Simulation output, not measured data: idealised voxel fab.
process module | voxel transistor to metal
cross-section cut | 175 nm wide | cells 5 nm
A cross-section is a grid of square cells, given in bands from the top down. A band is one or more rows of cells.
Each band's line starts with the height of the band's top and of its bottom, in nm. Then come its materials from left to right, each with its width in nm. One material with "throughout" fills the band from edge to edge. "air" is empty space.
Height 0 is the level under which the wafer as received is all one material. The lowest band goes on downwards, as in "0 down".
A width such as "30 to 40" changes by the same amount from each row of cells to the next, from the band's top row to its bottom row.
"no change" after a step means that no cell of the cross-section changed.
closed voids: empty space of 8 cells or more with no open way to the top, each as width x height at its distance from the left edge, in nm
after a step's settings: what the simulator itself notes on the step
overlay nm, on a step with a mask: how far to the right of its planned place the mask lay; to the left if negative
plan
1 op RECEIVE | material Si
2 op CONFORMAL_DEP | material SiO2 | thk nm 5
3 op CONFORMAL_DEP | material SiN | thk nm 10
4 op PATTERN | tone cover | mask id ACTIVE | material resist | width nm 115 | thk nm 15 | overlay nm 0
5 op DIRECTIONAL_ETCH | etch materials SiN | depth nm 10
6 op DIRECTIONAL_ETCH | etch materials SiO2 | depth nm 5
7 op DIRECTIONAL_ETCH | etch materials Si | depth nm 30
8 op STRIP | etch materials resist
9 op FILL_DEP | material SiO2 | thk nm 10
10 op CMP | height nm 15
11 op SELECTIVE_ETCH | etch materials SiO2 | depth nm 5
12 op STRIP | etch materials SiN
13 op SELECTIVE_ETCH | etch materials SiO2 | depth nm 5
14 op OXIDIZE | depth nm 5
15 op DIRECTIONAL_DEP | material polySi | thk nm 25
16 op DIRECTIONAL_DEP | material SiCN | thk nm 10
17 op DIRECTIONAL_DEP | material aC | thk nm 15
18 op PATTERN | tone cover | mask id GATE | material resist | width nm 25 | thk nm 30 | overlay nm 0
19 op DIRECTIONAL_ETCH | etch materials aC | depth nm 15
20 op STRIP | etch materials resist
21 op DIRECTIONAL_ETCH | etch materials SiCN | depth nm 20
22 op DIRECTIONAL_ETCH | etch materials polySi | depth nm 35
23 op STRIP | etch materials aC
24 op CONFORMAL_DEP | material SiO2 | thk nm 5
25 op DIRECTIONAL_ETCH | etch materials SiO2 | depth nm 5
26 op CONFORMAL_DEP | material SiN | thk nm 10
27 op DIRECTIONAL_ETCH | etch materials SiN | depth nm 10
28 op DIRECTIONAL_ETCH | etch materials SiO2 | depth nm 5
29 op EPI | material SiGe | thk nm 5
30 op FILL_DEP | material SiO2 | thk nm 5
31 op CMP | height nm 25
32 op STRIP | etch materials polySi
33 op SELECTIVE_ETCH | etch materials SiO2 | depth nm 5
34 op CONFORMAL_DEP | material HfO2 | thk nm 5
35 op CONFORMAL_DEP | material TiN | thk nm 5
36 op FILL_DEP | material W | thk nm 5
37 op CMP | height nm 20
38 op DIRECTIONAL_DEP | material SiO2 | thk nm 15
39 op DIRECTIONAL_DEP | material aC | thk nm 10
40 op PATTERN | tone open | mask id CONTACT | material resist | width nm 15 | pitch nm 80 | thk nm 25 | overlay nm 0
41 op DIRECTIONAL_ETCH | etch materials aC | depth nm 10
42 op STRIP | etch materials resist
43 op DIRECTIONAL_ETCH | etch materials SiO2 | depth nm 35
44 op STRIP | etch materials aC
45 op CONFORMAL_DEP | material TiN | thk nm 5
46 op FILL_DEP | material Ru | thk nm 5
47 op CMP | height nm 35
48 op CONFORMAL_DEP | material SiN | thk nm 5
49 op DIRECTIONAL_DEP | material SiO2 | thk nm 15
50 op MASKED_ETCH | tone open | mask id METAL_1 | width nm 15 | pitch nm 80 | etch materials SiO2 | depth nm 15 | overlay nm 0
51 op MASKED_ETCH | tone open | mask id METAL_1 | width nm 15 | pitch nm 80 | etch materials SiN | depth nm 5 | overlay nm 0
52 op CONFORMAL_DEP | material TiN | thk nm 5
53 op FILL_DEP | material Cu | thk nm 10
54 op CMP | height nm 55
55 op EPI | material Ru | thk nm 5
56 op FILL_DEP | material SiCN | thk nm 5
57 op DIRECTIONAL_DEP | material SiO2 | thk nm 30
58 op MASKED_ETCH | tone open | mask id METAL_2 | width nm 15 | pitch nm 80 | etch materials SiO2 | depth nm 20 | overlay nm 0
59 op PATTERN | tone open | mask id METAL_2_HOLES | material resist | width nm 15 | pitch nm 80 | thk nm 20 | overlay nm 0
60 op DIRECTIONAL_ETCH | etch materials SiO2 | depth nm 10
61 op DIRECTIONAL_ETCH | etch materials SiCN | depth nm 5
62 op STRIP | etch materials resist
63 op CONFORMAL_DEP | material TiN | thk nm 5
64 op FILL_DEP | material Cu | thk nm 10
65 op CMP | height nm 95
66 op CONFORMAL_DEP | material SiCN | thk nm 5
first wafer, as planned
as received, after step 1
  0 down: Si throughout
  closed voids: none
after step 2
  5 to 0: SiO2 throughout
  below 0: unchanged
after step 3
  15 to 5: SiN throughout
  below 5: unchanged
after step 4
  30 to 15: air 30 | resist 115 | air 30
  below 15: unchanged
after step 5
  30 to 15: air 30 | resist 115 | air 30
  15 to 5: air 30 | SiN 115 | air 30
  below 5: unchanged
after step 6
  30 to 15: air 30 | resist 115 | air 30
  15 to 5: air 30 | SiN 115 | air 30
  5 to 0: air 30 | SiO2 115 | air 30
  below 0: unchanged
after step 7
  30 to 15: air 30 | resist 115 | air 30
  15 to 5: air 30 | SiN 115 | air 30
  5 to 0: air 30 | SiO2 115 | air 30
  0 to -30: air 30 | Si 115 | air 30
  below -30: unchanged
after step 8
  15 to 5: air 30 | SiN 115 | air 30
  below 5: unchanged
after step 9
  25 to 15: SiO2 throughout
  15 to 5: SiO2 30 | SiN 115 | SiO2 30
  5 to 0: SiO2 throughout
  0 to -30: SiO2 30 | Si 115 | SiO2 30
  below -30: unchanged
after step 10
  15 to 5: SiO2 30 | SiN 115 | SiO2 30
  below 5: unchanged
after step 11
  15 to 10: air 30 | SiN 115 | air 30
  below 10: unchanged
after step 12
  10 to 5: SiO2 30 | air 115 | SiO2 30
  below 5: unchanged
after step 13
  5 to 0: SiO2 25 | air 125 | SiO2 25
  below 0: unchanged
after step 14
  5 to 0: SiO2 25 | air 125 | SiO2 25
  0 to -5: SiO2 throughout
  below -5: unchanged
after step 15
  30 to 25: polySi 25 | air 125 | polySi 25
  25 to 5: polySi throughout
  5 to 0: SiO2 25 | polySi 125 | SiO2 25
  below 0: unchanged
after step 16
  40 to 35: SiCN 25 | air 125 | SiCN 25
  35 to 30: SiCN throughout
  30 to 25: polySi 25 | SiCN 125 | polySi 25
  below 25: unchanged
after step 17
  55 to 50: aC 25 | air 125 | aC 25
  50 to 40: aC throughout
  40 to 35: SiCN 25 | aC 125 | SiCN 25
  below 35: unchanged
after step 18
  85 to 55: air 75 | resist 25 | air 75
  55 to 50: aC 25 | air 50 | resist 25 | air 50 | aC 25
  below 50: unchanged
after step 19
  70 to 50: air 75 | resist 25 | air 75
  50 to 40: air 75 | aC 25 | air 75
  40 to 35: SiCN 25 | air 50 | aC 25 | air 50 | SiCN 25
  below 35: unchanged
after step 20
  50 to 40: air 75 | aC 25 | air 75
  below 40: unchanged
after step 21
  50 to 35: air 75 | aC 25 | air 75
  35 to 30: air 75 | SiCN 25 | air 75
  30 to 25: polySi 25 | air 50 | SiCN 25 | air 50 | polySi 25
  below 25: unchanged
after step 22
  50 to 35: air 75 | aC 25 | air 75
  35 to 25: air 75 | SiCN 25 | air 75
  25 to 5: air 75 | polySi 25 | air 75
  5 to 0: SiO2 25 | air 50 | polySi 25 | air 50 | SiO2 25
  below 0: unchanged
after step 23
  35 to 25: air 75 | SiCN 25 | air 75
  below 25: unchanged
after step 24
  40 to 35: air 70 | SiO2 35 | air 70
  35 to 25: air 70 | SiO2 5 | SiCN 25 | SiO2 5 | air 70
  25 to 10: air 70 | SiO2 5 | polySi 25 | SiO2 5 | air 70
  10 to 5: SiO2 30 | air 40 | SiO2 5 | polySi 25 | SiO2 5 | air 40 | SiO2 30
  5 to 0: SiO2 75 | polySi 25 | SiO2 75
  below 0: unchanged
after step 25
  35 to 25: air 70 | SiO2 5 | SiCN 25 | SiO2 5 | air 70
  25 to 5: air 70 | SiO2 5 | polySi 25 | SiO2 5 | air 70
  5 to 0: SiO2 30 | air 40 | SiO2 5 | polySi 25 | SiO2 5 | air 40 | SiO2 30
  below 0: unchanged
after step 26
  45 to 35: air 60 | SiN 55 | air 60
  35 to 25: air 60 | SiN 10 | SiO2 5 | SiCN 25 | SiO2 5 | SiN 10 | air 60
  25 to 15: air 60 | SiN 10 | SiO2 5 | polySi 25 | SiO2 5 | SiN 10 | air 60
  15 to 10: SiN 40 | air 20 | SiN 10 | SiO2 5 | polySi 25 | SiO2 5 | SiN 10 | air 20 | SiN 40
  10 to 5: SiN 70 | SiO2 5 | polySi 25 | SiO2 5 | SiN 70
  5 to 0: SiO2 30 | SiN 40 | SiO2 5 | polySi 25 | SiO2 5 | SiN 40 | SiO2 30
  below 0: unchanged
after step 27
  35 to 25: air 60 | SiN 10 | SiO2 5 | SiCN 25 | SiO2 5 | SiN 10 | air 60
  25 to 5: air 60 | SiN 10 | SiO2 5 | polySi 25 | SiO2 5 | SiN 10 | air 60
  5 to 0: SiO2 30 | SiN 10 | air 20 | SiN 10 | SiO2 5 | polySi 25 | SiO2 5 | SiN 10 | air 20 | SiN 10 | SiO2 30
  below 0: unchanged
after step 28
  35 to 30: air 60 | SiN 10 | air 5 | SiCN 25 | air 5 | SiN 10 | air 60
  30 to 25: air 60 | SiN 10 | SiO2 5 | SiCN 25 | SiO2 5 | SiN 10 | air 60
  25 to 5: air 60 | SiN 10 | SiO2 5 | polySi 25 | SiO2 5 | SiN 10 | air 60
  5 to 0: air 30 | SiN 10 | air 20 | SiN 10 | SiO2 5 | polySi 25 | SiO2 5 | SiN 10 | air 20 | SiN 10 | air 30
  0 to -5: SiO2 40 | air 20 | SiO2 55 | air 20 | SiO2 40
  below -5: unchanged
after step 29
  35 to 30: air 60 | SiN 10 | air 5 | SiCN 25 | air 5 | SiN 10 | air 60
  30 to 25: air 60 | SiN 10 | SiO2 5 | SiCN 25 | SiO2 5 | SiN 10 | air 60
  25 to 5: air 60 | SiN 10 | SiO2 5 | polySi 25 | SiO2 5 | SiN 10 | air 60
  5 to 0: air 30 | SiN 10 | air 20 | SiN 10 | SiO2 5 | polySi 25 | SiO2 5 | SiN 10 | air 20 | SiN 10 | air 30
  0 to -5: SiO2 40 | SiGe 20 | SiO2 55 | SiGe 20 | SiO2 40
  below -5: unchanged
after step 30
  40 to 35: SiO2 throughout
  35 to 25: SiO2 60 | SiN 10 | SiO2 5 | SiCN 25 | SiO2 5 | SiN 10 | SiO2 60
  25 to 5: SiO2 60 | SiN 10 | SiO2 5 | polySi 25 | SiO2 5 | SiN 10 | SiO2 60
  5 to 0: SiO2 30 | SiN 10 | SiO2 20 | SiN 10 | SiO2 5 | polySi 25 | SiO2 5 | SiN 10 | SiO2 20 | SiN 10 | SiO2 30
  below 0: unchanged
after step 31
  25 to 5: SiO2 60 | SiN 10 | SiO2 5 | polySi 25 | SiO2 5 | SiN 10 | SiO2 60
  below 5: unchanged
after step 32
  25 to 5: SiO2 60 | SiN 10 | SiO2 5 | air 25 | SiO2 5 | SiN 10 | SiO2 60
  5 to 0: SiO2 30 | SiN 10 | SiO2 20 | SiN 10 | SiO2 5 | air 25 | SiO2 5 | SiN 10 | SiO2 20 | SiN 10 | SiO2 30
  below 0: unchanged
after step 33
  25 to 20: air 60 | SiN 10 | air 35 | SiN 10 | air 60
  20 to 5: SiO2 60 | SiN 10 | air 35 | SiN 10 | SiO2 60
  5 to 0: SiO2 30 | SiN 10 | SiO2 20 | SiN 10 | air 35 | SiN 10 | SiO2 20 | SiN 10 | SiO2 30
  0 to -5: SiO2 40 | SiGe 20 | SiO2 10 | air 35 | SiO2 10 | SiGe 20 | SiO2 40
  below -5: unchanged
after step 34
  30 to 25: air 55 | HfO2 20 | air 25 | HfO2 20 | air 55
  25 to 20: HfO2 60 | SiN 10 | HfO2 5 | air 25 | HfO2 5 | SiN 10 | HfO2 60
  20 to 5: SiO2 60 | SiN 10 | HfO2 5 | air 25 | HfO2 5 | SiN 10 | SiO2 60
  5 to 0: SiO2 30 | SiN 10 | SiO2 20 | SiN 10 | HfO2 5 | air 25 | HfO2 5 | SiN 10 | SiO2 20 | SiN 10 | SiO2 30
  0 to -5: SiO2 40 | SiGe 20 | SiO2 10 | HfO2 35 | SiO2 10 | SiGe 20 | SiO2 40
  below -5: unchanged
after step 35
  35 to 30: air 50 | TiN 30 | air 15 | TiN 30 | air 50
  30 to 25: TiN 55 | HfO2 20 | TiN 5 | air 15 | TiN 5 | HfO2 20 | TiN 55
  25 to 20: HfO2 60 | SiN 10 | HfO2 5 | TiN 5 | air 15 | TiN 5 | HfO2 5 | SiN 10 | HfO2 60
  20 to 5: SiO2 60 | SiN 10 | HfO2 5 | TiN 5 | air 15 | TiN 5 | HfO2 5 | SiN 10 | SiO2 60
  5 to 0: SiO2 30 | SiN 10 | SiO2 20 | SiN 10 | HfO2 5 | TiN 25 | HfO2 5 | SiN 10 | SiO2 20 | SiN 10 | SiO2 30
  below 0: unchanged
after step 36
  40 to 35: W throughout
  35 to 30: W 50 | TiN 30 | W 15 | TiN 30 | W 50
  30 to 25: TiN 55 | HfO2 20 | TiN 5 | W 15 | TiN 5 | HfO2 20 | TiN 55
  25 to 20: HfO2 60 | SiN 10 | HfO2 5 | TiN 5 | W 15 | TiN 5 | HfO2 5 | SiN 10 | HfO2 60
  20 to 5: SiO2 60 | SiN 10 | HfO2 5 | TiN 5 | W 15 | TiN 5 | HfO2 5 | SiN 10 | SiO2 60
  below 5: unchanged
after step 37
  20 to 5: SiO2 60 | SiN 10 | HfO2 5 | TiN 5 | W 15 | TiN 5 | HfO2 5 | SiN 10 | SiO2 60
  below 5: unchanged
after step 38
  35 to 20: SiO2 throughout
  below 20: unchanged
after step 39
  45 to 35: aC throughout
  below 35: unchanged
after step 40
  70 to 45: resist 40 | air 15 | resist 65 | air 15 | resist 40
  below 45: unchanged
after step 41
  60 to 45: resist 40 | air 15 | resist 65 | air 15 | resist 40
  45 to 35: aC 40 | air 15 | aC 65 | air 15 | aC 40
  below 35: unchanged
after step 42
  45 to 35: aC 40 | air 15 | aC 65 | air 15 | aC 40
  below 35: unchanged
after step 43
  45 to 35: aC 40 | air 15 | aC 65 | air 15 | aC 40
  35 to 20: SiO2 40 | air 15 | SiO2 65 | air 15 | SiO2 40
  20 to 5: SiO2 40 | air 15 | SiO2 5 | SiN 10 | HfO2 5 | TiN 5 | W 15 | TiN 5 | HfO2 5 | SiN 10 | SiO2 5 | air 15 | SiO2 40
  5 to 0: SiO2 30 | SiN 10 | air 15 | SiO2 5 | SiN 10 | HfO2 5 | TiN 25 | HfO2 5 | SiN 10 | SiO2 5 | air 15 | SiN 10 | SiO2 30
  below 0: unchanged
after step 44
  35 to 20: SiO2 40 | air 15 | SiO2 65 | air 15 | SiO2 40
  below 20: unchanged
after step 45
  40 to 35: TiN 45 | air 5 | TiN 75 | air 5 | TiN 45
  35 to 20: SiO2 40 | TiN 5 | air 5 | TiN 5 | SiO2 65 | TiN 5 | air 5 | TiN 5 | SiO2 40
  20 to 5: SiO2 40 | TiN 5 | air 5 | TiN 5 | SiO2 5 | SiN 10 | HfO2 5 | TiN 5 | W 15 | TiN 5 | HfO2 5 | SiN 10 | SiO2 5 | TiN 5 | air 5 | TiN 5 | SiO2 40
  5 to 0: SiO2 30 | SiN 10 | TiN 15 | SiO2 5 | SiN 10 | HfO2 5 | TiN 25 | HfO2 5 | SiN 10 | SiO2 5 | TiN 15 | SiN 10 | SiO2 30
  below 0: unchanged
after step 46
  45 to 40: Ru throughout
  40 to 35: TiN 45 | Ru 5 | TiN 75 | Ru 5 | TiN 45
  35 to 20: SiO2 40 | TiN 5 | Ru 5 | TiN 5 | SiO2 65 | TiN 5 | Ru 5 | TiN 5 | SiO2 40
  20 to 5: SiO2 40 | TiN 5 | Ru 5 | TiN 5 | SiO2 5 | SiN 10 | HfO2 5 | TiN 5 | W 15 | TiN 5 | HfO2 5 | SiN 10 | SiO2 5 | TiN 5 | Ru 5 | TiN 5 | SiO2 40
  below 5: unchanged
after step 47
  35 to 20: SiO2 40 | TiN 5 | Ru 5 | TiN 5 | SiO2 65 | TiN 5 | Ru 5 | TiN 5 | SiO2 40
  below 20: unchanged
after step 48
  40 to 35: SiN throughout
  below 35: unchanged
after step 49
  55 to 40: SiO2 throughout
  below 40: unchanged
after step 50
  55 to 40: SiO2 40 | air 15 | SiO2 65 | air 15 | SiO2 40
  below 40: unchanged
after step 51
  55 to 40: SiO2 40 | air 15 | SiO2 65 | air 15 | SiO2 40
  40 to 35: SiN 40 | air 15 | SiN 65 | air 15 | SiN 40
  below 35: unchanged
after step 52
  60 to 55: TiN 45 | air 5 | TiN 75 | air 5 | TiN 45
  55 to 40: SiO2 40 | TiN 5 | air 5 | TiN 5 | SiO2 65 | TiN 5 | air 5 | TiN 5 | SiO2 40
  40 to 35: SiN 40 | TiN 15 | SiN 65 | TiN 15 | SiN 40
  below 35: unchanged
after step 53
  70 to 60: Cu throughout
  60 to 55: TiN 45 | Cu 5 | TiN 75 | Cu 5 | TiN 45
  55 to 40: SiO2 40 | TiN 5 | Cu 5 | TiN 5 | SiO2 65 | TiN 5 | Cu 5 | TiN 5 | SiO2 40
  below 40: unchanged
after step 54
  55 to 40: SiO2 40 | TiN 5 | Cu 5 | TiN 5 | SiO2 65 | TiN 5 | Cu 5 | TiN 5 | SiO2 40
  below 40: unchanged
after step 55
  60 to 55: air 35 | Ru 25 | air 55 | Ru 25 | air 35
  below 55: unchanged
after step 56
  65 to 60: SiCN throughout
  60 to 55: SiCN 35 | Ru 25 | SiCN 55 | Ru 25 | SiCN 35
  below 55: unchanged
after step 57
  95 to 65: SiO2 throughout
  below 65: unchanged
after step 58
  95 to 75: SiO2 40 | air 15 | SiO2 65 | air 15 | SiO2 40
  below 75: unchanged
after step 59
  115 to 95: resist 40 | air 15 | resist 65 | air 15 | resist 40
  below 95: unchanged
after step 60
  115 to 95: resist 40 | air 15 | resist 65 | air 15 | resist 40
  95 to 65: SiO2 40 | air 15 | SiO2 65 | air 15 | SiO2 40
  below 65: unchanged
after step 61
  115 to 95: resist 40 | air 15 | resist 65 | air 15 | resist 40
  95 to 65: SiO2 40 | air 15 | SiO2 65 | air 15 | SiO2 40
  65 to 60: SiCN 40 | air 15 | SiCN 65 | air 15 | SiCN 40
  below 60: unchanged
after step 62
  95 to 65: SiO2 40 | air 15 | SiO2 65 | air 15 | SiO2 40
  below 65: unchanged
after step 63
  100 to 95: TiN 45 | air 5 | TiN 75 | air 5 | TiN 45
  95 to 65: SiO2 40 | TiN 5 | air 5 | TiN 5 | SiO2 65 | TiN 5 | air 5 | TiN 5 | SiO2 40
  65 to 60: SiCN 40 | TiN 15 | SiCN 65 | TiN 15 | SiCN 40
  below 60: unchanged
after step 64
  110 to 100: Cu throughout
  100 to 95: TiN 45 | Cu 5 | TiN 75 | Cu 5 | TiN 45
  95 to 65: SiO2 40 | TiN 5 | Cu 5 | TiN 5 | SiO2 65 | TiN 5 | Cu 5 | TiN 5 | SiO2 40
  below 65: unchanged
after step 65
  95 to 65: SiO2 40 | TiN 5 | Cu 5 | TiN 5 | SiO2 65 | TiN 5 | Cu 5 | TiN 5 | SiO2 40
  below 65: unchanged
after step 66
  100 to 95: SiCN throughout
  below 95: unchanged
second wafer: like start, like plan, one mistake. Through step 17 it matches the first wafer
when step 18 should have ended
  85 to 55: resist 75 | air 25 | resist 75
  55 to 50: aC 25 | resist 50 | air 25 | resist 50 | aC 25
  below 50: unchanged
when step 19 should have ended
  70 to 55: resist 75 | air 25 | resist 75
  55 to 50: aC 25 | resist 50 | air 25 | resist 50 | aC 25
  50 to 40: aC 75 | air 25 | aC 75
  40 to 35: SiCN 25 | aC 50 | air 25 | aC 50 | SiCN 25
  below 35: unchanged
when step 20 should have ended
  55 to 50: aC 25 | air 125 | aC 25
  below 50: unchanged
when step 21 should have ended
  55 to 50: aC 25 | air 125 | aC 25
  50 to 40: aC 75 | air 25 | aC 75
  40 to 35: SiCN 25 | aC 50 | air 25 | aC 50 | SiCN 25
  35 to 30: SiCN 75 | air 25 | SiCN 75
  30 to 25: polySi 25 | SiCN 50 | air 25 | SiCN 50 | polySi 25
  below 25: unchanged
when step 22 should have ended
  55 to 50: aC 25 | air 125 | aC 25
  50 to 40: aC 75 | air 25 | aC 75
  40 to 35: SiCN 25 | aC 50 | air 25 | aC 50 | SiCN 25
  35 to 30: SiCN 75 | air 25 | SiCN 75
  30 to 25: polySi 25 | SiCN 50 | air 25 | SiCN 50 | polySi 25
  25 to 5: polySi 75 | air 25 | polySi 75
  5 to 0: SiO2 25 | polySi 50 | air 25 | polySi 50 | SiO2 25
  below 0: unchanged
when step 23 should have ended
  40 to 30: SiCN 25 to 75 | air 125 to 25 | SiCN 25 to 75
  below 30: unchanged
when step 24 should have ended
  45 to 40: SiO2 30 | air 115 | SiO2 30
  40 to 30: SiCN 25 to 75 | SiO2 55 to 5 | air 15 | SiO2 55 to 5 | SiCN 25 to 75
  30 to 25: polySi 25 | SiCN 50 | SiO2 5 | air 15 | SiO2 5 | SiCN 50 | polySi 25
  25 to 5: polySi 75 | SiO2 5 | air 15 | SiO2 5 | polySi 75
  5 to 0: SiO2 25 | polySi 50 | SiO2 25 | polySi 50 | SiO2 25
  below 0: unchanged
when step 25 should have ended
  40 to 30: SiCN 25 to 75 | SiO2 5 | air 115 to 15 | SiO2 5 | SiCN 25 to 75
  30 to 25: polySi 25 | SiCN 50 | SiO2 5 | air 15 | SiO2 5 | SiCN 50 | polySi 25
  25 to 5: polySi 75 | SiO2 5 | air 15 | SiO2 5 | polySi 75
  5 to 0: SiO2 25 | polySi 50 | SiO2 5 | air 15 | SiO2 5 | polySi 50 | SiO2 25
  below 0: unchanged
when step 26 should have ended
  50 to 45: SiN 40 | air 95 | SiN 40
  45 to 40: SiN throughout
  40 to 30: SiCN 25 to 75 | SiO2 5 | SiN 115 to 15 | SiO2 5 | SiCN 25 to 75
  30 to 25: polySi 25 | SiCN 50 | SiO2 5 | SiN 15 | SiO2 5 | SiCN 50 | polySi 25
  25 to 5: polySi 75 | SiO2 5 | SiN 15 | SiO2 5 | polySi 75
  5 to 0: SiO2 25 | polySi 50 | SiO2 5 | SiN 15 | SiO2 5 | polySi 50 | SiO2 25
  below 0: unchanged
when step 27 should have ended
  40 to 35: SiCN 25 | SiO2 5 | SiN 10 | air 95 | SiN 10 | SiO2 5 | SiCN 25
  below 35: unchanged
when step 28 should have ended
  40 to 35: SiCN 25 | air 5 | SiN 10 | air 95 | SiN 10 | air 5 | SiCN 25
  35 to 30: SiCN 75 | air 5 | SiN 15 | air 5 | SiCN 75
  below 30: unchanged
when step 29 should have ended: no change
when step 30 should have ended
  45 to 40: SiO2 throughout
  40 to 35: SiCN 25 | SiO2 5 | SiN 10 | SiO2 95 | SiN 10 | SiO2 5 | SiCN 25
  35 to 30: SiCN 75 | SiO2 5 | SiN 15 | SiO2 5 | SiCN 75
  below 30: unchanged
when step 31 should have ended
  25 to 5: polySi 75 | SiO2 5 | SiN 15 | SiO2 5 | polySi 75
  below 5: unchanged
when step 32 should have ended
  25 to 5: air 75 | SiO2 5 | SiN 15 | SiO2 5 | air 75
  5 to 0: SiO2 25 | air 50 | SiO2 5 | SiN 15 | SiO2 5 | air 50 | SiO2 25
  below 0: unchanged
when step 33 should have ended
  25 to 0: air 80 | SiN 15 | air 80
  0 to -5: SiO2 20 | air 60 | SiO2 15 | air 60 | SiO2 20
  below -5: unchanged
when step 34 should have ended
  30 to 25: air 75 | HfO2 25 | air 75
  25 to 5: air 75 | HfO2 5 | SiN 15 | HfO2 5 | air 75
  5 to 0: HfO2 25 | air 50 | HfO2 5 | SiN 15 | HfO2 5 | air 50 | HfO2 25
  0 to -5: SiO2 20 | HfO2 60 | SiO2 15 | HfO2 60 | SiO2 20
  below -5: unchanged
when step 35 should have ended
  35 to 30: air 70 | TiN 35 | air 70
  30 to 25: air 70 | TiN 5 | HfO2 25 | TiN 5 | air 70
  25 to 10: air 70 | TiN 5 | HfO2 5 | SiN 15 | HfO2 5 | TiN 5 | air 70
  10 to 5: TiN 30 | air 40 | TiN 5 | HfO2 5 | SiN 15 | HfO2 5 | TiN 5 | air 40 | TiN 30
  5 to 0: HfO2 25 | TiN 50 | HfO2 5 | SiN 15 | HfO2 5 | TiN 50 | HfO2 25
  below 0: unchanged
when step 36 should have ended
  40 to 35: W throughout
  35 to 30: W 70 | TiN 35 | W 70
  30 to 25: W 70 | TiN 5 | HfO2 25 | TiN 5 | W 70
  25 to 10: W 70 | TiN 5 | HfO2 5 | SiN 15 | HfO2 5 | TiN 5 | W 70
  10 to 5: TiN 30 | W 40 | TiN 5 | HfO2 5 | SiN 15 | HfO2 5 | TiN 5 | W 40 | TiN 30
  below 5: unchanged
when step 37 should have ended
  20 to 10: W 70 | TiN 5 | HfO2 5 | SiN 15 | HfO2 5 | TiN 5 | W 70
  below 10: unchanged
when step 38 should have ended
  35 to 20: SiO2 throughout
  below 20: unchanged
when step 39 should have ended
  45 to 35: aC throughout
  below 35: unchanged
when step 40 should have ended
  70 to 45: resist 40 | air 15 | resist 65 | air 15 | resist 40
  below 45: unchanged
when step 41 should have ended
  60 to 45: resist 40 | air 15 | resist 65 | air 15 | resist 40
  45 to 35: aC 40 | air 15 | aC 65 | air 15 | aC 40
  below 35: unchanged
when step 42 should have ended
  45 to 35: aC 40 | air 15 | aC 65 | air 15 | aC 40
  below 35: unchanged
when step 43 should have ended
  45 to 35: aC 40 | air 15 | aC 65 | air 15 | aC 40
  35 to 20: SiO2 40 | air 15 | SiO2 65 | air 15 | SiO2 40
  below 20: unchanged
when step 44 should have ended
  35 to 20: SiO2 40 | air 15 | SiO2 65 | air 15 | SiO2 40
  below 20: unchanged
when step 45 should have ended
  40 to 35: TiN 45 | air 5 | TiN 75 | air 5 | TiN 45
  35 to 25: SiO2 40 | TiN 5 | air 5 | TiN 5 | SiO2 65 | TiN 5 | air 5 | TiN 5 | SiO2 40
  25 to 20: SiO2 40 | TiN 15 | SiO2 65 | TiN 15 | SiO2 40
  below 20: unchanged
when step 46 should have ended
  45 to 40: Ru throughout
  40 to 35: TiN 45 | Ru 5 | TiN 75 | Ru 5 | TiN 45
  35 to 25: SiO2 40 | TiN 5 | Ru 5 | TiN 5 | SiO2 65 | TiN 5 | Ru 5 | TiN 5 | SiO2 40
  below 25: unchanged
when step 47 should have ended
  35 to 25: SiO2 40 | TiN 5 | Ru 5 | TiN 5 | SiO2 65 | TiN 5 | Ru 5 | TiN 5 | SiO2 40
  below 25: unchanged
when step 48 should have ended
  40 to 35: SiN throughout
  below 35: unchanged
when step 49 should have ended
  55 to 40: SiO2 throughout
  below 40: unchanged
when step 50 should have ended
  55 to 40: SiO2 40 | air 15 | SiO2 65 | air 15 | SiO2 40
  below 40: unchanged
when step 51 should have ended
  55 to 40: SiO2 40 | air 15 | SiO2 65 | air 15 | SiO2 40
  40 to 35: SiN 40 | air 15 | SiN 65 | air 15 | SiN 40
  below 35: unchanged
when step 52 should have ended
  60 to 55: TiN 45 | air 5 | TiN 75 | air 5 | TiN 45
  55 to 40: SiO2 40 | TiN 5 | air 5 | TiN 5 | SiO2 65 | TiN 5 | air 5 | TiN 5 | SiO2 40
  40 to 35: SiN 40 | TiN 15 | SiN 65 | TiN 15 | SiN 40
  below 35: unchanged
when step 53 should have ended
  70 to 60: Cu throughout
  60 to 55: TiN 45 | Cu 5 | TiN 75 | Cu 5 | TiN 45
  55 to 40: SiO2 40 | TiN 5 | Cu 5 | TiN 5 | SiO2 65 | TiN 5 | Cu 5 | TiN 5 | SiO2 40
  below 40: unchanged
when step 54 should have ended
  55 to 40: SiO2 40 | TiN 5 | Cu 5 | TiN 5 | SiO2 65 | TiN 5 | Cu 5 | TiN 5 | SiO2 40
  below 40: unchanged
when step 55 should have ended
  60 to 55: air 35 | Ru 25 | air 55 | Ru 25 | air 35
  below 55: unchanged
when step 56 should have ended
  65 to 60: SiCN throughout
  60 to 55: SiCN 35 | Ru 25 | SiCN 55 | Ru 25 | SiCN 35
  below 55: unchanged
when step 57 should have ended
  95 to 65: SiO2 throughout
  below 65: unchanged
when step 58 should have ended
  95 to 75: SiO2 40 | air 15 | SiO2 65 | air 15 | SiO2 40
  below 75: unchanged
when step 59 should have ended
  115 to 95: resist 40 | air 15 | resist 65 | air 15 | resist 40
  below 95: unchanged
when step 60 should have ended
  115 to 95: resist 40 | air 15 | resist 65 | air 15 | resist 40
  95 to 65: SiO2 40 | air 15 | SiO2 65 | air 15 | SiO2 40
  below 65: unchanged
when step 61 should have ended
  115 to 95: resist 40 | air 15 | resist 65 | air 15 | resist 40
  95 to 65: SiO2 40 | air 15 | SiO2 65 | air 15 | SiO2 40
  65 to 60: SiCN 40 | air 15 | SiCN 65 | air 15 | SiCN 40
  below 60: unchanged
when step 62 should have ended
  95 to 65: SiO2 40 | air 15 | SiO2 65 | air 15 | SiO2 40
  below 65: unchanged
when step 63 should have ended
  100 to 95: TiN 45 | air 5 | TiN 75 | air 5 | TiN 45
  95 to 65: SiO2 40 | TiN 5 | air 5 | TiN 5 | SiO2 65 | TiN 5 | air 5 | TiN 5 | SiO2 40
  65 to 60: SiCN 40 | TiN 15 | SiCN 65 | TiN 15 | SiCN 40
  below 60: unchanged
when step 64 should have ended
  110 to 100: Cu throughout
  100 to 95: TiN 45 | Cu 5 | TiN 75 | Cu 5 | TiN 45
  95 to 65: SiO2 40 | TiN 5 | Cu 5 | TiN 5 | SiO2 65 | TiN 5 | Cu 5 | TiN 5 | SiO2 40
  below 65: unchanged
when step 65 should have ended
  95 to 65: SiO2 40 | TiN 5 | Cu 5 | TiN 5 | SiO2 65 | TiN 5 | Cu 5 | TiN 5 | SiO2 40
  below 65: unchanged
when step 66 should have ended
  100 to 95: SiCN throughout
  below 95: unchanged
what went wrong: step 18 ran as: op PATTERN | tone open | mask id GATE | material resist | width nm 25 | thk nm 30 | overlay nm 0
at the end the second wafer has, in cells: 27 more of HfO2 | 8 fewer of Ru | 8 fewer of SiGe | 8 fewer of SiN | 77 fewer of SiO2 | 11 more of TiN | 63 more of W
